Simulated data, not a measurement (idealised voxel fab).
You're looking at the process module voxel spacer lines.
Cross-section cut spans 195 nm and uses square cells 5 nm in size.
Think of the cross-section as a grid of square cells. We describe it in bands, top to bottom, and each band covers one or more rows of those cells. The entry gives the band's vertical extent as a top height and a bottom height in nm, then its horizontal make-up as materials from left to right, each with a width in nm. "empty" stands for empty space; a single material marked "throughout" fills the band edge to edge. Heads up on the height convention: 0 is the point under which the incoming wafer is all one material, and the lowest band has no bottom, it just keeps going down, like "z 0 and below". Per-row width for "30 to 40": begins at first number (top row of band), ends at second number (bottom row), increment between rows held constant. Any step labelled "no modification" changed none of the cells in the cross-section. In "Enclosed voids" the enclosed voids are listed, meaning empty spaces of 8 cells or larger without any opening to the top. The form is width x height at distance, distance from the left edge, units nm. Formally, on a step line, whatever follows the settings is a remark that the simulator itself makes on the step. On any step carrying a mask, the "overlay nm" setting, if present on the step's line, tells how far right of its planned place the mask lay; negative values point to the left. Every pair from here on: before one process step, after it. The after cross-section reaches only to the lowest band that changed. Below the pair: the step in between and its settings. Pairs can belong to different runs of this module on the same starting wafer; a pair carries on from the pair above only if the entry headed "Ex-ante state" says so.

### Ex-ante state
    z 0 and below  Si throughout
    Enclosed voids: none

### Post-Step Snapshot
    z 10 to 0  SiO2 throughout
    At heights below 0, the structure remains unaltered.
    Enclosed voids: none
It is this step that lies between the two cross-sections above: CONFORMAL_DEP with material SiO2, thk nm 10

Ex-ante state: = after-state of the pair above.

### Post-Step Snapshot
    z 25 to 10  TiN throughout
    At heights below 10, the structure remains unaltered.
    Enclosed voids: none
It is this step that lies between the two cross-sections above: DIRECTIONAL_DEP with material TiN, thk nm 15

Ex-ante state: = after-state of the pair above.

### Post-Step Snapshot
    z 55 to 25  aC throughout
    At heights below 25, the structure remains unaltered.
    Enclosed voids: none
It is this step that lies between the two cross-sections above: DIRECTIONAL_DEP with material aC, thk nm 30

Ex-ante state: = after-state of the pair above.

### Post-Step Snapshot
    z 90 to 55  empty 15 nm, then resist 20 nm, then empty 50 nm, then resist 20 nm, then empty 50 nm, then resist 20 nm, then empty 20 nm
    At heights below 55, the structure remains unaltered.
    Enclosed voids: none
It is this step that lies between the two cross-sections above: PATTERN with tone cover, mask id MANDREL, material resist, width nm 20, pitch nm 70, thk nm 35, overlay nm 0

Ex-ante state: = after-state of the pair above.

### Post-Step Snapshot
    z 60 to 55  empty 15 nm, then resist 20 nm, then empty 50 nm, then resist 20 nm, then empty 50 nm, then resist 20 nm, then empty 20 nm
    z 55 to 25  empty 15 nm, then aC 20 nm, then empty 50 nm, then aC 20 nm, then empty 50 nm, then aC 20 nm, then empty 20 nm
    At heights below 25, the structure remains unaltered.
    Enclosed voids: none
It is this step that lies between the two cross-sections above: DIRECTIONAL_ETCH with etch materials aC, depth nm 30

Ex-ante state: = after-state of the pair above.

### Post-Step Snapshot
    z 55 to 25  empty 15 nm, then aC 20 nm, then empty 50 nm, then aC 20 nm, then empty 50 nm, then aC 20 nm, then empty 20 nm
    At heights below 25, the structure remains unaltered.
    Enclosed voids: none
It is this step that lies between the two cross-sections above: STRIP with etch materials resist

Ex-ante state: = after-state of the pair above.

### Post-Step Snapshot
    z 70 to 55  SiN 50 nm, then empty 20 nm, then SiN 50 nm, then empty 20 nm, then SiN 50 nm, then empty 5 nm
    z 55 to 40  SiN 15 nm, then aC 20 nm, then SiN 15 nm, then empty 20 nm, then SiN 15 nm, then aC 20 nm, then SiN 15 nm, then empty 20 nm, then SiN 15 nm, then aC 20 nm, then SiN 15 nm, then empty 5 nm
    z 40 to 25  SiN 15 nm, then aC 20 nm, then SiN 50 nm, then aC 20 nm, then SiN 50 nm, then aC 20 nm, then SiN 20 nm
    At heights below 25, the structure remains unaltered.
    Enclosed voids: none
It is this step that lies between the two cross-sections above: CONFORMAL_DEP with material SiN, thk nm 15

Ex-ante state: = after-state of the pair above.

### Post-Step Snapshot
    z 55 to 25  SiN 15 nm, then aC 20 nm, then SiN 15 nm, then empty 20 nm, then SiN 15 nm, then aC 20 nm, then SiN 15 nm, then empty 20 nm, then SiN 15 nm, then aC 20 nm, then SiN 15 nm, then empty 5 nm
    At heights below 25, the structure remains unaltered.
    Enclosed voids: none
It is this step that lies between the two cross-sections above: DIRECTIONAL_ETCH with etch materials SiN, depth nm 15

Ex-ante state: = after-state of the pair above.

### Post-Step Snapshot
    z 55 to 25  SiN 15 nm, then empty 20 nm, then SiN 15 nm, then empty 20 nm, then SiN 15 nm, then empty 20 nm, then SiN 15 nm, then empty 20 nm, then SiN 15 nm, then empty 20 nm, then SiN 15 nm, then empty 5 nm
    At heights below 25, the structure remains unaltered.
    Enclosed voids: none
It is this step that lies between the two cross-sections above: STRIP with etch materials aC

Ex-ante state: = after-state of the pair above.

### Post-Step Snapshot
    z 55 to 25  SiN 15 nm, then empty 20 nm, then SiN 15 nm, then empty 20 nm, then SiN 15 nm, then empty 20 nm, then SiN 15 nm, then empty 20 nm, then SiN 15 nm, then empty 20 nm, then SiN 15 nm, then empty 5 nm
    z 25 to 10  TiN 15 nm, then empty 20 nm, then TiN 15 nm, then empty 20 nm, then TiN 15 nm, then empty 20 nm, then TiN 15 nm, then empty 20 nm, then TiN 15 nm, then empty 20 nm, then TiN 15 nm, then empty 5 nm
    At heights below 10, the structure remains unaltered.
    Enclosed voids: none
It is this step that lies between the two cross-sections above: DIRECTIONAL_ETCH with etch materials TiN, depth nm 15

Ex-ante state: = after-state of the pair above.

### Post-Step Snapshot
    z 25 to 10  TiN 15 nm, then empty 20 nm, then TiN 15 nm, then empty 20 nm, then TiN 15 nm, then empty 20 nm, then TiN 15 nm, then empty 20 nm, then TiN 15 nm, then empty 20 nm, then TiN 15 nm, then empty 5 nm
    At heights below 10, the structure remains unaltered.
    Enclosed voids: none
It is this step that lies between the two cross-sections above: STRIP with etch materials SiN

### Ex-ante state
    z 0 and below  Si throughout
    Enclosed voids: none

### Post-Step Snapshot
    z 15 to 0  TiN throughout
    At heights below 0, the structure remains unaltered.
    Enclosed voids: none
It is this step that lies between the two cross-sections above: DIRECTIONAL_DEP with material TiN, thk nm 15

Ex-ante state: = after-state of the pair above.

### Post-Step Snapshot
    z 45 to 15  aC throughout
    At heights below 15, the structure remains unaltered.
    Enclosed voids: none
It is this step that lies between the two cross-sections above: DIRECTIONAL_DEP with material aC, thk nm 30

Ex-ante state: = after-state of the pair above.

### Post-Step Snapshot
    z 80 to 45  empty 15 nm, then resist 20 nm, then empty 50 nm, then resist 20 nm, then empty 50 nm, then resist 20 nm, then empty 20 nm
    At heights below 45, the structure remains unaltered.
    Enclosed voids: none
It is this step that lies between the two cross-sections above: PATTERN with tone cover, mask id MANDREL, material resist, width nm 20, pitch nm 70, thk nm 35, overlay nm 0

Ex-ante state: = after-state of the pair above.

### Post-Step Snapshot
    z 50 to 45  empty 15 nm, then resist 20 nm, then empty 50 nm, then resist 20 nm, then empty 50 nm, then resist 20 nm, then empty 20 nm
    z 45 to 15  empty 15 nm, then aC 20 nm, then empty 50 nm, then aC 20 nm, then empty 50 nm, then aC 20 nm, then empty 20 nm
    At heights below 15, the structure remains unaltered.
    Enclosed voids: none
It is this step that lies between the two cross-sections above: DIRECTIONAL_ETCH with etch materials aC, depth nm 30

Ex-ante state: = after-state of the pair above.

### Post-Step Snapshot
    z 45 to 15  empty 15 nm, then aC 20 nm, then empty 50 nm, then aC 20 nm, then empty 50 nm, then aC 20 nm, then empty 20 nm
    At heights below 15, the structure remains unaltered.
    Enclosed voids: none
It is this step that lies between the two cross-sections above: STRIP with etch materials resist

Ex-ante state: = after-state of the pair above.

### Post-Step Snapshot
    z 60 to 45  SiN 50 nm, then empty 20 nm, then SiN 50 nm, then empty 20 nm, then SiN 50 nm, then empty 5 nm
    z 45 to 30  SiN 15 nm, then aC 20 nm, then SiN 15 nm, then empty 20 nm, then SiN 15 nm, then aC 20 nm, then SiN 15 nm, then empty 20 nm, then SiN 15 nm, then aC 20 nm, then SiN 15 nm, then empty 5 nm
    z 30 to 15  SiN 15 nm, then aC 20 nm, then SiN 50 nm, then aC 20 nm, then SiN 50 nm, then aC 20 nm, then SiN 20 nm
    At heights below 15, the structure remains unaltered.
    Enclosed voids: none
It is this step that lies between the two cross-sections above: CONFORMAL_DEP with material SiN, thk nm 15

Ex-ante state: = after-state of the pair above.

### Post-Step Snapshot
    z 45 to 15  SiN 15 nm, then aC 20 nm, then SiN 15 nm, then empty 20 nm, then SiN 15 nm, then aC 20 nm, then SiN 15 nm, then empty 20 nm, then SiN 15 nm, then aC 20 nm, then SiN 15 nm, then empty 5 nm
    At heights below 15, the structure remains unaltered.
    Enclosed voids: none
It is this step that lies between the two cross-sections above: DIRECTIONAL_ETCH with etch materials SiN, depth nm 15

Ex-ante state: = after-state of the pair above.

### Post-Step Snapshot
    z 45 to 15  SiN 15 nm, then empty 20 nm, then SiN 15 nm, then empty 20 nm, then SiN 15 nm, then empty 20 nm, then SiN 15 nm, then empty 20 nm, then SiN 15 nm, then empty 20 nm, then SiN 15 nm, then empty 5 nm
    At heights below 15, the structure remains unaltered.
    Enclosed voids: none
It is this step that lies between the two cross-sections above: STRIP with etch materials aC

Ex-ante state: = after-state of the pair above.

### Post-Step Snapshot
    z 45 to 15  SiN 15 nm, then empty 20 nm, then SiN 15 nm, then empty 20 nm, then SiN 15 nm, then empty 20 nm, then SiN 15 nm, then empty 20 nm, then SiN 15 nm, then empty 20 nm, then SiN 15 nm, then empty 5 nm
    z 15 to 0  TiN 15 nm, then empty 20 nm, then TiN 15 nm, then empty 20 nm, then TiN 15 nm, then empty 20 nm, then TiN 15 nm, then empty 20 nm, then TiN 15 nm, then empty 20 nm, then TiN 15 nm, then empty 5 nm
    At heights below 0, the structure remains unaltered.
    Enclosed voids: none
It is this step that lies between the two cross-sections above: DIRECTIONAL_ETCH with etch materials TiN, depth nm 15

Ex-ante state: = after-state of the pair above.

### Post-Step Snapshot
    z 15 to 0  TiN 15 nm, then empty 20 nm, then TiN 15 nm, then empty 20 nm, then TiN 15 nm, then empty 20 nm, then TiN 15 nm, then empty 20 nm, then TiN 15 nm, then empty 20 nm, then TiN 15 nm, then empty 5 nm
    At heights below 0, the structure remains unaltered.
    Enclosed voids: none
It is this step that lies between the two cross-sections above: STRIP with etch materials SiN

### Ex-ante state
    z 25 to 10  TiN throughout
    z 10 to 0  SiO2 throughout
    z 0 and below  Si throughout
    Enclosed voids: none

### Post-Step Snapshot
    z 40 to 10  TiN throughout
    At heights below 10, the structure remains unaltered.
    Enclosed voids: none
It is this step that lies between the two cross-sections above: DIRECTIONAL_DEP with material TiN, thk nm 15

Ex-ante state: = after-state of the pair above.

### Post-Step Snapshot
    z 70 to 40  aC throughout
    At heights below 40, the structure remains unaltered.
    Enclosed voids: none
It is this step that lies between the two cross-sections above: DIRECTIONAL_DEP with material aC, thk nm 30

Ex-ante state: = after-state of the pair above.

### Post-Step Snapshot
    z 105 to 70  empty 15 nm, then resist 20 nm, then empty 50 nm, then resist 20 nm, then empty 50 nm, then resist 20 nm, then empty 20 nm
    At heights below 70, the structure remains unaltered.
    Enclosed voids: none
It is this step that lies between the two cross-sections above: PATTERN with tone cover, mask id MANDREL, material resist, width nm 20, pitch nm 70, thk nm 35, overlay nm 0

Ex-ante state: = after-state of the pair above.

### Post-Step Snapshot
    z 75 to 70  empty 15 nm, then resist 20 nm, then empty 50 nm, then resist 20 nm, then empty 50 nm, then resist 20 nm, then empty 20 nm
    z 70 to 40  empty 15 nm, then aC 20 nm, then empty 50 nm, then aC 20 nm, then empty 50 nm, then aC 20 nm, then empty 20 nm
    At heights below 40, the structure remains unaltered.
    Enclosed voids: none
It is this step that lies between the two cross-sections above: DIRECTIONAL_ETCH with etch materials aC, depth nm 30

Ex-ante state: = after-state of the pair above.

### Post-Step Snapshot
    z 70 to 40  empty 15 nm, then aC 20 nm, then empty 50 nm, then aC 20 nm, then empty 50 nm, then aC 20 nm, then empty 20 nm
    At heights below 40, the structure remains unaltered.
    Enclosed voids: none
It is this step that lies between the two cross-sections above: STRIP with etch materials resist

Ex-ante state: = after-state of the pair above.

### Post-Step Snapshot
    z 85 to 70  SiN 50 nm, then empty 20 nm, then SiN 50 nm, then empty 20 nm, then SiN 50 nm, then empty 5 nm
    z 70 to 55  SiN 15 nm, then aC 20 nm, then SiN 15 nm, then empty 20 nm, then SiN 15 nm, then aC 20 nm, then SiN 15 nm, then empty 20 nm, then SiN 15 nm, then aC 20 nm, then SiN 15 nm, then empty 5 nm
    z 55 to 40  SiN 15 nm, then aC 20 nm, then SiN 50 nm, then aC 20 nm, then SiN 50 nm, then aC 20 nm, then SiN 20 nm
    At heights below 40, the structure remains unaltered.
    Enclosed voids: none
It is this step that lies between the two cross-sections above: CONFORMAL_DEP with material SiN, thk nm 15

Ex-ante state: = after-state of the pair above.

### Post-Step Snapshot
    z 70 to 40  SiN 15 nm, then aC 20 nm, then SiN 15 nm, then empty 20 nm, then SiN 15 nm, then aC 20 nm, then SiN 15 nm, then empty 20 nm, then SiN 15 nm, then aC 20 nm, then SiN 15 nm, then empty 5 nm
    At heights below 40, the structure remains unaltered.
    Enclosed voids: none
It is this step that lies between the two cross-sections above: DIRECTIONAL_ETCH with etch materials SiN, depth nm 15

Ex-ante state: = after-state of the pair above.

### Post-Step Snapshot
    z 70 to 40  SiN 15 nm, then empty 20 nm, then SiN 15 nm, then empty 20 nm, then SiN 15 nm, then empty 20 nm, then SiN 15 nm, then empty 20 nm, then SiN 15 nm, then empty 20 nm, then SiN 15 nm, then empty 5 nm
    At heights below 40, the structure remains unaltered.
    Enclosed voids: none
It is this step that lies between the two cross-sections above: STRIP with etch materials aC

Ex-ante state: = after-state of the pair above.

### Post-Step Snapshot
    z 70 to 40  SiN 15 nm, then empty 20 nm, then SiN 15 nm, then empty 20 nm, then SiN 15 nm, then empty 20 nm, then SiN 15 nm, then empty 20 nm, then SiN 15 nm, then empty 20 nm, then SiN 15 nm, then empty 5 nm
    z 40 to 25  TiN 15 nm, then empty 20 nm, then TiN 15 nm, then empty 20 nm, then TiN 15 nm, then empty 20 nm, then TiN 15 nm, then empty 20 nm, then TiN 15 nm, then empty 20 nm, then TiN 15 nm, then empty 5 nm
    At heights below 25, the structure remains unaltered.
    Enclosed voids: none
It is this step that lies between the two cross-sections above: DIRECTIONAL_ETCH with etch materials TiN, depth nm 15

Ex-ante state: = after-state of the pair above.

### Post-Step Snapshot
    z 40 to 25  TiN 15 nm, then empty 20 nm, then TiN 15 nm, then empty 20 nm, then TiN 15 nm, then empty 20 nm, then TiN 15 nm, then empty 20 nm, then TiN 15 nm, then empty 20 nm, then TiN 15 nm, then empty 5 nm
    At heights below 25, the structure remains unaltered.
    Enclosed voids: none
It is this step that lies between the two cross-sections above: STRIP with etch materials SiN

### Ex-ante state
    z 55 to 25  SiN 15 nm, then aC 20 nm, then SiN 15 nm, then empty 20 nm, then SiN 15 nm, then aC 20 nm, then SiN 15 nm, then empty 20 nm, then SiN 15 nm, then aC 20 nm, then SiN 15 nm, then empty 5 nm
    z 25 to 10  TiN throughout
    z 10 to 0  SiO2 throughout
    z 0 and below  Si throughout
    Enclosed voids: none

### Post-Step Snapshot
    z 55 to 25  SiN 15 nm, then aC 20 nm, then SiN 15 nm, then empty 20 nm, then SiN 15 nm, then aC 20 nm, then SiN 15 nm, then empty 20 nm, then SiN 15 nm, then aC 20 nm, then SiN 15 nm, then empty 5 nm
    z 25 to 10  TiN 50 nm, then empty 20 nm, then TiN 50 nm, then empty 20 nm, then TiN 50 nm, then empty 5 nm
    At heights below 10, the structure remains unaltered.
    Enclosed voids: none
It is this step that lies between the two cross-sections above: DIRECTIONAL_ETCH with etch materials TiN, depth nm 15

Ex-ante state: = after-state of the pair above.

### Post-Step Snapshot
    z 55 to 25  SiN 15 nm, then empty 20 nm, then SiN 15 nm, then empty 20 nm, then SiN 15 nm, then empty 20 nm, then SiN 15 nm, then empty 20 nm, then SiN 15 nm, then empty 20 nm, then SiN 15 nm, then empty 5 nm
    At heights below 25, the structure remains unaltered.
    Enclosed voids: none
It is this step that lies between the two cross-sections above: STRIP with etch materials aC

Ex-ante state: = after-state of the pair above.

### Post-Step Snapshot
    z 25 to 10  TiN 50 nm, then empty 20 nm, then TiN 50 nm, then empty 20 nm, then TiN 50 nm, then empty 5 nm
    At heights below 10, the structure remains unaltered.
    Enclosed voids: none
It is this step that lies between the two cross-sections above: STRIP with etch materials SiN

### Ex-ante state
    z 0 and below  Si throughout
    Enclosed voids: none

### Post-Step Snapshot
    z 15 to 0  SiO2 throughout
    At heights below 0, the structure remains unaltered.
    Enclosed voids: none
It is this step that lies between the two cross-sections above: CONFORMAL_DEP with material SiO2, thk nm 15

Ex-ante state: = after-state of the pair above.

### Post-Step Snapshot
    z 30 to 15  TiN throughout
    At heights below 15, the structure remains unaltered.
    Enclosed voids: none
It is this step that lies between the two cross-sections above: DIRECTIONAL_DEP with material TiN, thk nm 15

Ex-ante state: = after-state of the pair above.

### Post-Step Snapshot
    z 60 to 30  aC throughout
    At heights below 30, the structure remains unaltered.
    Enclosed voids: none
It is this step that lies between the two cross-sections above: DIRECTIONAL_DEP with material aC, thk nm 30

Ex-ante state: = after-state of the pair above.

### Post-Step Snapshot
    z 95 to 60  empty 15 nm, then resist 20 nm, then empty 50 nm, then resist 20 nm, then empty 50 nm, then resist 20 nm, then empty 20 nm
    At heights below 60, the structure remains unaltered.
    Enclosed voids: none
It is this step that lies between the two cross-sections above: PATTERN with tone cover, mask id MANDREL, material resist, width nm 20, pitch nm 70, thk nm 35, overlay nm 0

Ex-ante state: = after-state of the pair above.

### Post-Step Snapshot
    z 65 to 60  empty 15 nm, then resist 20 nm, then empty 50 nm, then resist 20 nm, then empty 50 nm, then resist 20 nm, then empty 20 nm
    z 60 to 30  empty 15 nm, then aC 20 nm, then empty 50 nm, then aC 20 nm, then empty 50 nm, then aC 20 nm, then empty 20 nm
    At heights below 30, the structure remains unaltered.
    Enclosed voids: none
It is this step that lies between the two cross-sections above: DIRECTIONAL_ETCH with etch materials aC, depth nm 30

Ex-ante state: = after-state of the pair above.

### Post-Step Snapshot
    z 60 to 30  empty 15 nm, then aC 20 nm, then empty 50 nm, then aC 20 nm, then empty 50 nm, then aC 20 nm, then empty 20 nm
    At heights below 30, the structure remains unaltered.
    Enclosed voids: none
It is this step that lies between the two cross-sections above: STRIP with etch materials resist

Ex-ante state: = after-state of the pair above.

### Post-Step Snapshot
    z 75 to 60  SiN 50 nm, then empty 20 nm, then SiN 50 nm, then empty 20 nm, then SiN 50 nm, then empty 5 nm
    z 60 to 45  SiN 15 nm, then aC 20 nm, then SiN 15 nm, then empty 20 nm, then SiN 15 nm, then aC 20 nm, then SiN 15 nm, then empty 20 nm, then SiN 15 nm, then aC 20 nm, then SiN 15 nm, then empty 5 nm
    z 45 to 30  SiN 15 nm, then aC 20 nm, then SiN 50 nm, then aC 20 nm, then SiN 50 nm, then aC 20 nm, then SiN 20 nm
    At heights below 30, the structure remains unaltered.
    Enclosed voids: none
It is this step that lies between the two cross-sections above: CONFORMAL_DEP with material SiN, thk nm 15

Ex-ante state: = after-state of the pair above.

### Post-Step Snapshot
    z 60 to 30  SiN 15 nm, then aC 20 nm, then SiN 15 nm, then empty 20 nm, then SiN 15 nm, then aC 20 nm, then SiN 15 nm, then empty 20 nm, then SiN 15 nm, then aC 20 nm, then SiN 15 nm, then empty 5 nm
    At heights below 30, the structure remains unaltered.
    Enclosed voids: none
It is this step that lies between the two cross-sections above: DIRECTIONAL_ETCH with etch materials SiN, depth nm 15

Ex-ante state: = after-state of the pair above.

### Post-Step Snapshot
    z 60 to 30  SiN 15 nm, then empty 20 nm, then SiN 15 nm, then empty 20 nm, then SiN 15 nm, then empty 20 nm, then SiN 15 nm, then empty 20 nm, then SiN 15 nm, then empty 20 nm, then SiN 15 nm, then empty 5 nm
    At heights below 30, the structure remains unaltered.
    Enclosed voids: none
It is this step that lies between the two cross-sections above: STRIP with etch materials aC

Ex-ante state: = after-state of the pair above.

### Post-Step Snapshot
    z 60 to 30  SiN 15 nm, then empty 20 nm, then SiN 15 nm, then empty 20 nm, then SiN 15 nm, then empty 20 nm, then SiN 15 nm, then empty 20 nm, then SiN 15 nm, then empty 20 nm, then SiN 15 nm, then empty 5 nm
    z 30 to 15  TiN 15 nm, then empty 20 nm, then TiN 15 nm, then empty 20 nm, then TiN 15 nm, then empty 20 nm, then TiN 15 nm, then empty 20 nm, then TiN 15 nm, then empty 20 nm, then TiN 15 nm, then empty 5 nm
    At heights below 15, the structure remains unaltered.
    Enclosed voids: none
It is this step that lies between the two cross-sections above: DIRECTIONAL_ETCH with etch materials TiN, depth nm 15

Ex-ante state: = after-state of the pair above.

### Post-Step Snapshot
    z 30 to 15  TiN 15 nm, then empty 20 nm, then TiN 15 nm, then empty 20 nm, then TiN 15 nm, then empty 20 nm, then TiN 15 nm, then empty 20 nm, then TiN 15 nm, then empty 20 nm, then TiN 15 nm, then empty 5 nm
    At heights below 15, the structure remains unaltered.
    Enclosed voids: none
It is this step that lies between the two cross-sections above: STRIP with etch materials SiN

### Ex-ante state
    z 55 to 25  aC throughout
    z 25 to 10  TiN throughout
    z 10 to 0  SiO2 throughout
    z 0 and below  Si throughout
    Enclosed voids: none

### Post-Step Snapshot
    z 90 to 55  empty 20 nm, then resist 15 nm, then empty 55 nm, then resist 15 nm, then empty 55 nm, then resist 15 nm, then empty 20 nm
    At heights below 55, the structure remains unaltered.
    Enclosed voids: none
It is this step that lies between the two cross-sections above: PATTERN with tone cover, mask id MANDREL, material resist, width nm 15, pitch nm 70, thk nm 35, overlay nm 0

Ex-ante state: = after-state of the pair above.

### Post-Step Snapshot
    z 60 to 55  empty 20 nm, then resist 15 nm, then empty 55 nm, then resist 15 nm, then empty 55 nm, then resist 15 nm, then empty 20 nm
    z 55 to 25  empty 20 nm, then aC 15 nm, then empty 55 nm, then aC 15 nm, then empty 55 nm, then aC 15 nm, then empty 20 nm
    At heights below 25, the structure remains unaltered.
    Enclosed voids: none
It is this step that lies between the two cross-sections above: DIRECTIONAL_ETCH with etch materials aC, depth nm 30

Ex-ante state: = after-state of the pair above.

### Post-Step Snapshot
    z 55 to 25  empty 20 nm, then aC 15 nm, then empty 55 nm, then aC 15 nm, then empty 55 nm, then aC 15 nm, then empty 20 nm
    At heights below 25, the structure remains unaltered.
    Enclosed voids: none
It is this step that lies between the two cross-sections above: STRIP with etch materials resist

Ex-ante state: = after-state of the pair above.

### Post-Step Snapshot
    z 70 to 55  empty 5 nm, then SiN 45 nm, then empty 25 nm, then SiN 45 nm, then empty 25 nm, then SiN 45 nm, then empty 5 nm
    z 55 to 40  empty 5 nm, then SiN 15 nm, then aC 15 nm, then SiN 15 nm, then empty 25 nm, then SiN 15 nm, then aC 15 nm, then SiN 15 nm, then empty 25 nm, then SiN 15 nm, then aC 15 nm, then SiN 15 nm, then empty 5 nm
    z 40 to 25  SiN 20 nm, then aC 15 nm, then SiN 55 nm, then aC 15 nm, then SiN 55 nm, then aC 15 nm, then SiN 20 nm
    At heights below 25, the structure remains unaltered.
    Enclosed voids: none
It is this step that lies between the two cross-sections above: CONFORMAL_DEP with material SiN, thk nm 15

Ex-ante state: = after-state of the pair above.

### Post-Step Snapshot
    z 55 to 25  empty 5 nm, then SiN 15 nm, then aC 15 nm, then SiN 15 nm, then empty 25 nm, then SiN 15 nm, then aC 15 nm, then SiN 15 nm, then empty 25 nm, then SiN 15 nm, then aC 15 nm, then SiN 15 nm, then empty 5 nm
    At heights below 25, the structure remains unaltered.
    Enclosed voids: none
It is this step that lies between the two cross-sections above: DIRECTIONAL_ETCH with etch materials SiN, depth nm 15

Ex-ante state: = after-state of the pair above.

### Post-Step Snapshot
    z 55 to 25  empty 5 nm, then SiN 15 nm, then empty 15 nm, then SiN 15 nm, then empty 25 nm, then SiN 15 nm, then empty 15 nm, then SiN 15 nm, then empty 25 nm, then SiN 15 nm, then empty 15 nm, then SiN 15 nm, then empty 5 nm
    At heights below 25, the structure remains unaltered.
    Enclosed voids: none
It is this step that lies between the two cross-sections above: STRIP with etch materials aC

Ex-ante state: = after-state of the pair above.

### Post-Step Snapshot
    z 55 to 25  empty 5 nm, then SiN 15 nm, then empty 15 nm, then SiN 15 nm, then empty 25 nm, then SiN 15 nm, then empty 15 nm, then SiN 15 nm, then empty 25 nm, then SiN 15 nm, then empty 15 nm, then SiN 15 nm, then empty 5 nm
    z 25 to 10  empty 5 nm, then TiN 15 nm, then empty 15 nm, then TiN 15 nm, then empty 25 nm, then TiN 15 nm, then empty 15 nm, then TiN 15 nm, then empty 25 nm, then TiN 15 nm, then empty 15 nm, then TiN 15 nm, then empty 5 nm
    At heights below 10, the structure remains unaltered.
    Enclosed voids: none
It is this step that lies between the two cross-sections above: DIRECTIONAL_ETCH with etch materials TiN, depth nm 15

Ex-ante state: = after-state of the pair above.

### Post-Step Snapshot
    z 25 to 10  empty 5 nm, then TiN 15 nm, then empty 15 nm, then TiN 15 nm, then empty 25 nm, then TiN 15 nm, then empty 15 nm, then TiN 15 nm, then empty 25 nm, then TiN 15 nm, then empty 15 nm, then TiN 15 nm, then empty 5 nm
    At heights below 10, the structure remains unaltered.
    Enclosed voids: none
It is this step that lies between the two cross-sections above: STRIP with etch materials SiN

### Ex-ante state
    z 55 to 25  aC throughout
    z 25 to 10  TiN throughout
    z 10 to 0  SiO2 throughout
    z 0 and below  Si throughout
    Enclosed voids: none

### Post-Step Snapshot
    z 90 to 55  empty 20 nm, then resist 20 nm, then empty 50 nm, then resist 20 nm, then empty 50 nm, then resist 20 nm, then empty 15 nm
    At heights below 55, the structure remains unaltered.
    Enclosed voids: none
It is this step that lies between the two cross-sections above: PATTERN with tone cover, mask id MANDREL, material resist, width nm 20, pitch nm 70, thk nm 35, overlay nm 5

Ex-ante state: = after-state of the pair above.

### Post-Step Snapshot
    z 60 to 55  empty 20 nm, then resist 20 nm, then empty 50 nm, then resist 20 nm, then empty 50 nm, then resist 20 nm, then empty 15 nm
    z 55 to 25  empty 20 nm, then aC 20 nm, then empty 50 nm, then aC 20 nm, then empty 50 nm, then aC 20 nm, then empty 15 nm
    At heights below 25, the structure remains unaltered.
    Enclosed voids: none
It is this step that lies between the two cross-sections above: DIRECTIONAL_ETCH with etch materials aC, depth nm 30

Ex-ante state: = after-state of the pair above.

### Post-Step Snapshot
    z 55 to 25  empty 20 nm, then aC 20 nm, then empty 50 nm, then aC 20 nm, then empty 50 nm, then aC 20 nm, then empty 15 nm
    At heights below 25, the structure remains unaltered.
    Enclosed voids: none
It is this step that lies between the two cross-sections above: STRIP with etch materials resist

Ex-ante state: = after-state of the pair above.

### Post-Step Snapshot
    z 70 to 55  empty 5 nm, then SiN 50 nm, then empty 20 nm, then SiN 50 nm, then empty 20 nm, then SiN 50 nm
    z 55 to 40  empty 5 nm, then SiN 15 nm, then aC 20 nm, then SiN 15 nm, then empty 20 nm, then SiN 15 nm, then aC 20 nm, then SiN 15 nm, then empty 20 nm, then SiN 15 nm, then aC 20 nm, then SiN 15 nm
    z 40 to 25  SiN 20 nm, then aC 20 nm, then SiN 50 nm, then aC 20 nm, then SiN 50 nm, then aC 20 nm, then SiN 15 nm
    At heights below 25, the structure remains unaltered.
    Enclosed voids: none
It is this step that lies between the two cross-sections above: CONFORMAL_DEP with material SiN, thk nm 15

Ex-ante state: = after-state of the pair above.

### Post-Step Snapshot
    z 55 to 25  empty 5 nm, then SiN 15 nm, then aC 20 nm, then SiN 15 nm, then empty 20 nm, then SiN 15 nm, then aC 20 nm, then SiN 15 nm, then empty 20 nm, then SiN 15 nm, then aC 20 nm, then SiN 15 nm
    At heights below 25, the structure remains unaltered.
    Enclosed voids: none
It is this step that lies between the two cross-sections above: DIRECTIONAL_ETCH with etch materials SiN, depth nm 15

Ex-ante state: = after-state of the pair above.

### Post-Step Snapshot
    z 55 to 25  empty 5 nm, then SiN 15 nm, then empty 20 nm, then SiN 15 nm, then empty 20 nm, then SiN 15 nm, then empty 20 nm, then SiN 15 nm, then empty 20 nm, then SiN 15 nm, then empty 20 nm, then SiN 15 nm
    At heights below 25, the structure remains unaltered.
    Enclosed voids: none
It is this step that lies between the two cross-sections above: STRIP with etch materials aC

Ex-ante state: = after-state of the pair above.

### Post-Step Snapshot
    z 55 to 25  empty 5 nm, then SiN 15 nm, then empty 20 nm, then SiN 15 nm, then empty 20 nm, then SiN 15 nm, then empty 20 nm, then SiN 15 nm, then empty 20 nm, then SiN 15 nm, then empty 20 nm, then SiN 15 nm
    z 25 to 10  empty 5 nm, then TiN 15 nm, then empty 20 nm, then TiN 15 nm, then empty 20 nm, then TiN 15 nm, then empty 20 nm, then TiN 15 nm, then empty 20 nm, then TiN 15 nm, then empty 20 nm, then TiN 15 nm
    At heights below 10, the structure remains unaltered.
    Enclosed voids: none
It is this step that lies between the two cross-sections above: DIRECTIONAL_ETCH with etch materials TiN, depth nm 15

Ex-ante state: = after-state of the pair above.

### Post-Step Snapshot
    z 25 to 10  empty 5 nm, then TiN 15 nm, then empty 20 nm, then TiN 15 nm, then empty 20 nm, then TiN 15 nm, then empty 20 nm, then TiN 15 nm, then empty 20 nm, then TiN 15 nm, then empty 20 nm, then TiN 15 nm
    At heights below 10, the structure remains unaltered.
    Enclosed voids: none
It is this step that lies between the two cross-sections above: STRIP with etch materials SiN
